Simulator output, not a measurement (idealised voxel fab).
voxel released beams: a process module
The cross-section shown here is cut; it is 250 nm wide and divided into square cells measuring 5 nm on a side.
For the purposes of this document, a cross-section shall be understood as a grid of square cells, specified as bands listed in top-to-bottom order, each band consisting of one or more rows of cells. Heads up on the band format: heights come first, top then bottom, in nm. After that it's the materials left to right, each with its width in nm. A single material flagged "edge to edge" fills the whole band edge to edge, and "air" means there's empty space there. Beneath 0, the wafer as received is one material, and that level is where height counting begins. The lowest band goes on downward without a bottom; it is written like "z 0 and below". When a width is written as two numbers, as in "30->40", the first number is the width in the top row of cells of the band and the second is the width in its bottom row, and the width changes by the same amount from each row to the next. Basically "no modification" means that step didn't change any cell in the cross-section. Enclosed voids (no open way to top), threshold 8 cells or more, entry "Closed void catalog", notation width x height at distance, distance from left edge, nm. Read whatever lies past the settings on a step's line as the simulator's own remark about the step. "overlay nm" denotes, for a step that has a mask, the displacement of the mask to the right of its planned place, with negative values corresponding to the left.

# The planned process steps are enumerated hereunder
1) RECEIVE, material Si
2) CONFORMAL_DEP, material SiN, thk nm 5
3) DIRECTIONAL_DEP, material SiO2, thk nm 10
4) PATTERN, tone open, mask id ANCHOR, material resist, width nm 25, thk nm 15, overlay nm 0
5) DIRECTIONAL_ETCH, etch materials SiO2, depth nm 10
6) STRIP, etch materials resist
7) CONFORMAL_DEP, material W, thk nm 10
8) DIRECTIONAL_DEP, material aC, thk nm 10
9) PATTERN, tone cover, mask id BEAM, material resist, width nm 70, thk nm 25, overlay nm 0
10) DIRECTIONAL_ETCH, etch materials aC, depth nm 10
11) STRIP, etch materials resist
12) DIRECTIONAL_ETCH, etch materials W, depth nm 10
13) STRIP, etch materials aC
14) STRIP, etch materials SiO2

# Received-state cross-section, reflecting completion of step 1
> z 0 and below: Si edge to edge
> Closed void catalog: none

# Final wafer profile in cross-section after the module, from the same start and plan as above, with one mistake made during processing
> z 25 to 15: 85 nm air; 70 nm W; 95 nm air
> z 15 to 10: SiN edge to edge
> z 10 to 0: SiO2 edge to edge
> z 0 and below: Si edge to edge
> Closed void catalog: none
Diagnosis: plan steps 2 and 3 run swapped
